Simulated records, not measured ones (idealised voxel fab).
process module | voxel capacitor over wiring
cross-section cut | 225 nm wide | cells 5 nm
A cross-section is a grid of square cells, given in bands from the top down. A band is one or more rows of cells.
Each band's line starts with the height of the band's top and of its bottom, in nm. Then come its materials from left to right, each with its width in nm. One material with "throughout" fills the band from edge to edge. "air" is empty space.
Height 0 is the level under which the wafer as received is all one material. The lowest band goes on downwards, as in "0 down".
A width such as "30 to 40" changes by the same amount from each row of cells to the next, from the band's top row to its bottom row.
"no change" after a step means that no cell of the cross-section changed.
closed voids: empty space of 8 cells or more with no open way to the top, each as width x height at its distance from the left edge, in nm
after a step's settings: what the simulator itself notes on the step
overlay nm, on a step with a mask: how far to the right of its planned place the mask lay; to the left if negative
plan
1 op RECEIVE | material Si
2 op CONFORMAL_DEP | material SiO2 | thk nm 15
3 op DIRECTIONAL_DEP | material TiN | thk nm 5
4 op DIRECTIONAL_DEP | material W | thk nm 15
5 op DIRECTIONAL_DEP | material aC | thk nm 10
6 op PATTERN | tone cover | mask id METAL_1 | material resist | width nm 30 | pitch nm 95 | thk nm 30 | overlay nm 0
7 op DIRECTIONAL_ETCH | etch materials aC | depth nm 10
8 op STRIP | etch materials resist
9 op DIRECTIONAL_ETCH | etch materials W | depth nm 15
10 op DIRECTIONAL_ETCH | etch materials TiN | depth nm 5
11 op STRIP | etch materials aC
12 op CONFORMAL_DEP | material SiN | thk nm 5
13 op FILL_DEP | material lowk | thk nm 10
14 op CMP | height nm 35
15 op CONFORMAL_DEP | material SiCN | thk nm 5
16 op DIRECTIONAL_DEP | material SiO2 | thk nm 20
17 op PATTERN | tone open | mask id PLUG_1 | material resist | width nm 15 | thk nm 20 | overlay nm 0
18 op DIRECTIONAL_ETCH | etch materials SiO2 | depth nm 20
19 op DIRECTIONAL_ETCH | etch materials SiCN | depth nm 5
20 op STRIP | etch materials resist
21 op EPI | material Ru | thk nm 10
22 op EPI | material Ru | thk nm 10
23 op EPI | material Ru | thk nm 5
24 op DIRECTIONAL_DEP | material TiN | thk nm 5
25 op DIRECTIONAL_DEP | material Al2O3 | thk nm 5
26 op DIRECTIONAL_DEP | material TiN | thk nm 10
27 op PATTERN | tone cover | mask id UPPER_PLATE | material resist | width nm 70 | thk nm 20 | overlay nm 0
28 op DIRECTIONAL_ETCH | etch materials TiN | depth nm 10
29 op DIRECTIONAL_ETCH | etch materials Al2O3 | depth nm 5
30 op STRIP | etch materials resist
31 op PATTERN | tone cover | mask id LOWER_PLATE | material resist | width nm 80 | thk nm 15 | overlay nm 0
32 op DIRECTIONAL_ETCH | etch materials TiN | depth nm 5
33 op STRIP | etch materials resist
34 op FILL_DEP | material SiO2 | thk nm 20
35 op CMP | height nm 95
36 op MASKED_ETCH | tone open | mask id PLUG_2 | width nm 15 | etch materials SiO2 | depth nm 15 | overlay nm 0
37 op CONFORMAL_DEP | material TiN | thk nm 5
38 op FILL_DEP | material W | thk nm 10
39 op CMP | height nm 95
40 op CONFORMAL_DEP | material SiCN | thk nm 5
as received, after step 1
  0 down: Si throughout
  closed voids: none
first wafer at the end, as planned
  100 to 95: SiCN throughout
  95 to 85: SiO2 75 | TiN 5 | W 5 | TiN 5 | SiO2 135
  85 to 80: SiO2 75 | TiN 15 | SiO2 135
  80 to 70: SiO2 65 | TiN 70 | SiO2 90
  70 to 65: SiO2 65 | Al2O3 70 | SiO2 90
  65 to 60: SiO2 60 | TiN 80 | SiO2 85
  60 to 40: SiO2 65 | Ru 15 | SiO2 145
  40 to 35: SiCN 65 | Ru 15 | SiCN 145
  35 to 20: lowk 45 | SiN 5 | W 30 | SiN 5 | lowk 55 | SiN 5 | W 30 | SiN 5 | lowk 45
  20 to 15: SiN 50 | TiN 30 | SiN 65 | TiN 30 | SiN 50
  15 to 0: SiO2 throughout
  0 down: Si throughout
  closed voids: none
second wafer at the end: like start, like plan, one mistake
  100 to 95: SiCN throughout
  95 to 90: SiO2 75 | TiN 60 | SiO2 90
  90 to 85: SiO2 75 | TiN 5 | Al2O3 55 | SiO2 90
  85 to 80: SiO2 60 | TiN 5 | SiO2 10 | TiN 65 | SiO2 85
  80 to 70: SiO2 65 | TiN 15 | SiO2 145
  70 to 65: SiO2 65 | Al2O3 15 | SiO2 145
  65 to 60: SiO2 65 | TiN 15 | SiO2 145
  60 to 40: SiO2 throughout
  40 to 35: SiCN throughout
  35 to 20: lowk 45 | SiN 5 | W 30 | SiN 5 | lowk 55 | SiN 5 | W 30 | SiN 5 | lowk 45
  20 to 15: SiN 50 | TiN 30 | SiN 65 | TiN 30 | SiN 50
  15 to 0: SiO2 throughout
  0 down: Si throughout
  closed voids: none
what went wrong: step 16 was run twice
at the end the second wafer has, in cells: 15 fewer of Ru | 3 more of SiCN | 29 more of SiO2 | 15 fewer of TiN | 2 fewer of W
